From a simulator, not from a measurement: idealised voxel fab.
process module | voxel transistor to metal
cross-section cut | 275 nm wide | cells 5 nm
A cross-section is a grid of square cells, given in bands from the top down. A band is one or more rows of cells.
Each band's line starts with the height of the band's top and of its bottom, in nm. Then come its materials from left to right, each with its width in nm. One material with "throughout" fills the band from edge to edge. "air" is empty space.
Height 0 is the level under which the wafer as received is all one material. The lowest band goes on downwards, as in "0 down".
A width such as "30 to 40" changes by the same amount from each row of cells to the next, from the band's top row to its bottom row.
"no change" after a step means that no cell of the cross-section changed.
closed voids: empty space of 8 cells or more with no open way to the top, each as width x height at its distance from the left edge, in nm
after a step's settings: what the simulator itself notes on the step
overlay nm, on a step with a mask: how far to the right of its planned place the mask lay; to the left if negative
plan
1 op RECEIVE | material Si
2 op CONFORMAL_DEP | material SiO2 | thk nm 5
3 op CONFORMAL_DEP | material SiN | thk nm 10
4 op DIRECTIONAL_DEP | material aC | thk nm 15
5 op PATTERN | tone cover | mask id ACTIVE | material resist | width nm 85 | pitch nm 110 | thk nm 35 | overlay nm 0
6 op DIRECTIONAL_ETCH | etch materials aC | depth nm 15
7 op STRIP | etch materials resist
8 op DIRECTIONAL_ETCH | etch materials SiN | depth nm 10
9 op DIRECTIONAL_ETCH | etch materials SiO2 | depth nm 5
10 op DIRECTIONAL_ETCH | etch materials Si | depth nm 25
11 op STRIP | etch materials aC
12 op FILL_DEP | material SiO2 | thk nm 5
13 op CMP | height nm 15
14 op SELECTIVE_ETCH | etch materials SiO2 | depth nm 5
15 op STRIP | etch materials SiN
16 op SELECTIVE_ETCH | etch materials SiO2 | depth nm 5
17 op OXIDIZE | depth nm 5
18 op DIRECTIONAL_DEP | material polySi | thk nm 30
19 op DIRECTIONAL_DEP | material SiCN | thk nm 10
20 op MASKED_ETCH | tone cover | mask id GATE | width nm 15 | pitch nm 110 | etch materials SiCN | depth nm 20 | overlay nm 0
21 op MASKED_ETCH | tone cover | mask id GATE | width nm 15 | pitch nm 110 | etch materials polySi | depth nm 40 | overlay nm 0
22 op CONFORMAL_DEP | material SiN | thk nm 10
23 op DIRECTIONAL_ETCH | etch materials SiN | depth nm 10
24 op DIRECTIONAL_ETCH | etch materials SiO2 | depth nm 5
25 op DIRECTIONAL_ETCH | etch materials Si | depth nm 15
26 op EPI | material nSi | thk nm 20
27 op FILL_DEP | material SiO2 | thk nm 10
28 op CMP | height nm 40
29 op DIRECTIONAL_DEP | material SiO2 | thk nm 15
30 op PATTERN | tone open | mask id CONTACT | material resist | width nm 25 | thk nm 20 | overlay nm 0
31 op DIRECTIONAL_ETCH | etch materials SiO2 | depth nm 40
32 op STRIP | etch materials resist
33 op CONFORMAL_DEP | material TiN | thk nm 5
34 op FILL_DEP | material W | thk nm 5
35 op CMP | height nm 55
36 op DIRECTIONAL_DEP | material TiN | thk nm 5
37 op DIRECTIONAL_DEP | material Ru | thk nm 25
38 op MASKED_ETCH | tone cover | mask id METAL_1 | width nm 15 | etch materials Ru | depth nm 25 | overlay nm 0
39 op MASKED_ETCH | tone cover | mask id METAL_1 | width nm 15 | etch materials TiN | depth nm 5 | overlay nm 0
40 op CONFORMAL_DEP | material SiCN | thk nm 5
41 op FILL_DEP | material SiO2 | thk nm 5
42 op CMP | height nm 85
43 op CONFORMAL_DEP | material SiCN | thk nm 5
44 op DIRECTIONAL_DEP | material SiO2 | thk nm 30
45 op DIRECTIONAL_DEP | material aC | thk nm 15
46 op PATTERN | tone open | mask id METAL_2 | material resist | width nm 15 | pitch nm 110 | thk nm 30 | overlay nm -15
47 op DIRECTIONAL_ETCH | etch materials aC | depth nm 15
48 op STRIP | etch materials resist
49 op DIRECTIONAL_ETCH | etch materials SiO2 | depth nm 15
50 op STRIP | etch materials aC
51 op DIRECTIONAL_DEP | material aC | thk nm 15
52 op PATTERN | tone open | mask id METAL_2_HOLES | material resist | width nm 15 | pitch nm 110 | thk nm 35 | overlay nm 0
53 op DIRECTIONAL_ETCH | etch materials aC | depth nm 15
54 op STRIP | etch materials resist
55 op DIRECTIONAL_ETCH | etch materials SiO2 | depth nm 15
56 op DIRECTIONAL_ETCH | etch materials SiCN | depth nm 5
57 op STRIP | etch materials aC
58 op CONFORMAL_DEP | material TiN | thk nm 5
59 op FILL_DEP | material Ru | thk nm 5
60 op CMP | height nm 120
61 op CONFORMAL_DEP | material SiCN | thk nm 5
varied across the wafers: overlay nm of step 46. The plan shows the first wafer's value. All wafers start alike
first wafer as received, after step 1
  0 down: Si throughout
  closed voids: none
first wafer at the end, after step 61
  125 to 120: SiCN throughout
  120 to 110: SiO2 30 | TiN 5 | Ru 20 | TiN 5 | SiO2 80 | TiN 5 | Ru 20 | TiN 5 | SiO2 105
  110 to 105: SiO2 30 | TiN 30 | SiO2 80 | TiN 30 | SiO2 105
  105 to 90: SiO2 throughout
  90 to 85: SiCN throughout
  85 to 60: SiO2 40 | SiCN 5 | Ru 15 | SiCN 5 | SiO2 35 | SiCN 5 | Ru 15 | SiCN 5 | SiO2 25 | SiCN 5 | Ru 15 | SiCN 5 | SiO2 35 | SiCN 5 | Ru 15 | SiCN 5 | SiO2 40
  60 to 55: SiCN 45 | TiN 15 | SiCN 45 | TiN 15 | SiCN 35 | TiN 15 | SiCN 45 | TiN 15 | SiCN 45
  55 to 45: SiO2 45 | TiN 5 | W 15 | TiN 5 | SiO2 25 | TiN 5 | W 15 | TiN 5 | SiO2 35 | TiN 5 | W 15 | TiN 5 | SiO2 25 | TiN 5 | W 15 | TiN 5 | SiO2 45
  45 to 40: SiO2 45 | TiN 5 | W 10 | TiN 10 | SiO2 25 | TiN 10 | W 10 | TiN 5 | SiO2 35 | TiN 5 | W 10 | TiN 10 | SiO2 25 | TiN 10 | W 10 | TiN 5 | SiO2 45
  40 to 30: SiO2 45 | TiN 5 | W 10 | TiN 5 | SiN 10 | SiCN 15 | SiN 10 | TiN 5 | W 10 | TiN 5 | SiO2 35 | TiN 5 | W 10 | TiN 5 | SiN 10 | SiCN 15 | SiN 10 | TiN 5 | W 10 | TiN 5 | SiO2 45
  30 to 20: SiO2 45 | TiN 5 | W 10 | TiN 5 | SiN 10 | polySi 15 | SiN 10 | TiN 5 | W 10 | TiN 5 | SiO2 35 | TiN 5 | W 10 | TiN 5 | SiN 10 | polySi 15 | SiN 10 | TiN 5 | W 10 | TiN 5 | SiO2 45
  20 to 15: SiO2 45 | TiN 20 | SiN 10 | polySi 15 | SiN 10 | TiN 20 | SiO2 35 | TiN 20 | SiN 10 | polySi 15 | SiN 10 | TiN 20 | SiO2 45
  15 to 5: SiO2 35 | nSi 30 | SiN 10 | polySi 15 | SiN 10 | nSi 30 | SiO2 15 | nSi 30 | SiN 10 | polySi 15 | SiN 10 | nSi 30 | SiO2 35
  5 to 0: SiO2 35 | SiN 10 | nSi 20 | SiN 10 | polySi 15 | SiN 10 | nSi 20 | SiN 10 | SiO2 15 | SiN 10 | nSi 20 | SiN 10 | polySi 15 | SiN 10 | nSi 20 | SiN 10 | SiO2 35
  0 to -5: SiO2 45 | nSi 20 | SiO2 35 | nSi 20 | SiO2 35 | nSi 20 | SiO2 35 | nSi 20 | SiO2 45
  -5 to -20: SiO2 40 | Si 5 | nSi 20 | Si 35 | nSi 20 | Si 5 | SiO2 25 | Si 5 | nSi 20 | Si 35 | nSi 20 | Si 5 | SiO2 40
  -20 to -25: SiO2 40 | Si 85 | SiO2 25 | Si 85 | SiO2 40
  -25 down: Si throughout
  closed voids: none
last wafer at the end
  125 to 120: SiCN throughout
  120 to 110: SiO2 45 | TiN 5 | Ru 20 | TiN 5 | SiO2 80 | TiN 5 | Ru 20 | TiN 5 | SiO2 90
  110 to 105: SiO2 45 | TiN 30 | SiO2 80 | TiN 30 | SiO2 90
  105 to 90: SiO2 throughout
  90 to 85: SiCN throughout
  85 to 60: SiO2 40 | SiCN 5 | Ru 15 | SiCN 5 | SiO2 35 | SiCN 5 | Ru 15 | SiCN 5 | SiO2 25 | SiCN 5 | Ru 15 | SiCN 5 | SiO2 35 | SiCN 5 | Ru 15 | SiCN 5 | SiO2 40
  60 to 55: SiCN 45 | TiN 15 | SiCN 45 | TiN 15 | SiCN 35 | TiN 15 | SiCN 45 | TiN 15 | SiCN 45
  55 to 45: SiO2 45 | TiN 5 | W 15 | TiN 5 | SiO2 25 | TiN 5 | W 15 | TiN 5 | SiO2 35 | TiN 5 | W 15 | TiN 5 | SiO2 25 | TiN 5 | W 15 | TiN 5 | SiO2 45
  45 to 40: SiO2 45 | TiN 5 | W 10 | TiN 10 | SiO2 25 | TiN 10 | W 10 | TiN 5 | SiO2 35 | TiN 5 | W 10 | TiN 10 | SiO2 25 | TiN 10 | W 10 | TiN 5 | SiO2 45
  40 to 30: SiO2 45 | TiN 5 | W 10 | TiN 5 | SiN 10 | SiCN 15 | SiN 10 | TiN 5 | W 10 | TiN 5 | SiO2 35 | TiN 5 | W 10 | TiN 5 | SiN 10 | SiCN 15 | SiN 10 | TiN 5 | W 10 | TiN 5 | SiO2 45
  30 to 20: SiO2 45 | TiN 5 | W 10 | TiN 5 | SiN 10 | polySi 15 | SiN 10 | TiN 5 | W 10 | TiN 5 | SiO2 35 | TiN 5 | W 10 | TiN 5 | SiN 10 | polySi 15 | SiN 10 | TiN 5 | W 10 | TiN 5 | SiO2 45
  20 to 15: SiO2 45 | TiN 20 | SiN 10 | polySi 15 | SiN 10 | TiN 20 | SiO2 35 | TiN 20 | SiN 10 | polySi 15 | SiN 10 | TiN 20 | SiO2 45
  15 to 5: SiO2 35 | nSi 30 | SiN 10 | polySi 15 | SiN 10 | nSi 30 | SiO2 15 | nSi 30 | SiN 10 | polySi 15 | SiN 10 | nSi 30 | SiO2 35
  5 to 0: SiO2 35 | SiN 10 | nSi 20 | SiN 10 | polySi 15 | SiN 10 | nSi 20 | SiN 10 | SiO2 15 | SiN 10 | nSi 20 | SiN 10 | polySi 15 | SiN 10 | nSi 20 | SiN 10 | SiO2 35
  0 to -5: SiO2 45 | nSi 20 | SiO2 35 | nSi 20 | SiO2 35 | nSi 20 | SiO2 35 | nSi 20 | SiO2 45
  -5 to -20: SiO2 40 | Si 5 | nSi 20 | Si 35 | nSi 20 | Si 5 | SiO2 25 | Si 5 | nSi 20 | Si 35 | nSi 20 | Si 5 | SiO2 40
  -20 to -25: SiO2 40 | Si 85 | SiO2 25 | Si 85 | SiO2 40
  -25 down: Si throughout
  closed voids: none
each wafer at the end: cells of each material gained (+) or lost (-) since it was received, then its closed voids
overlay nm -15 | +76 Ru | -187 Si | +205 SiCN | +72 SiN | +873 SiO2 | +108 TiN | +64 W | +128 nSi | +36 polySi | closed voids: none
overlay nm -10 | +72 Ru | -187 Si | +203 SiCN | +72 SiN | +873 SiO2 | +114 TiN | +64 W | +128 nSi | +36 polySi | closed voids: none
overlay nm -5 | +68 Ru | -187 Si | +201 SiCN | +72 SiN | +873 SiO2 | +120 TiN | +64 W | +128 nSi | +36 polySi | closed voids: none
overlay nm 0 | +72 Ru | -187 Si | +199 SiCN | +72 SiN | +873 SiO2 | +118 TiN | +64 W | +128 nSi | +36 polySi | closed voids: none
overlay nm 5 | +68 Ru | -187 Si | +201 SiCN | +72 SiN | +873 SiO2 | +120 TiN | +64 W | +128 nSi | +36 polySi | closed voids: none
overlay nm 10 | +72 Ru | -187 Si | +203 SiCN | +72 SiN | +873 SiO2 | +114 TiN | +64 W | +128 nSi | +36 polySi | closed voids: none
overlay nm 15 | +76 Ru | -187 Si | +205 SiCN | +72 SiN | +873 SiO2 | +108 TiN | +64 W | +128 nSi | +36 polySi | closed voids: none
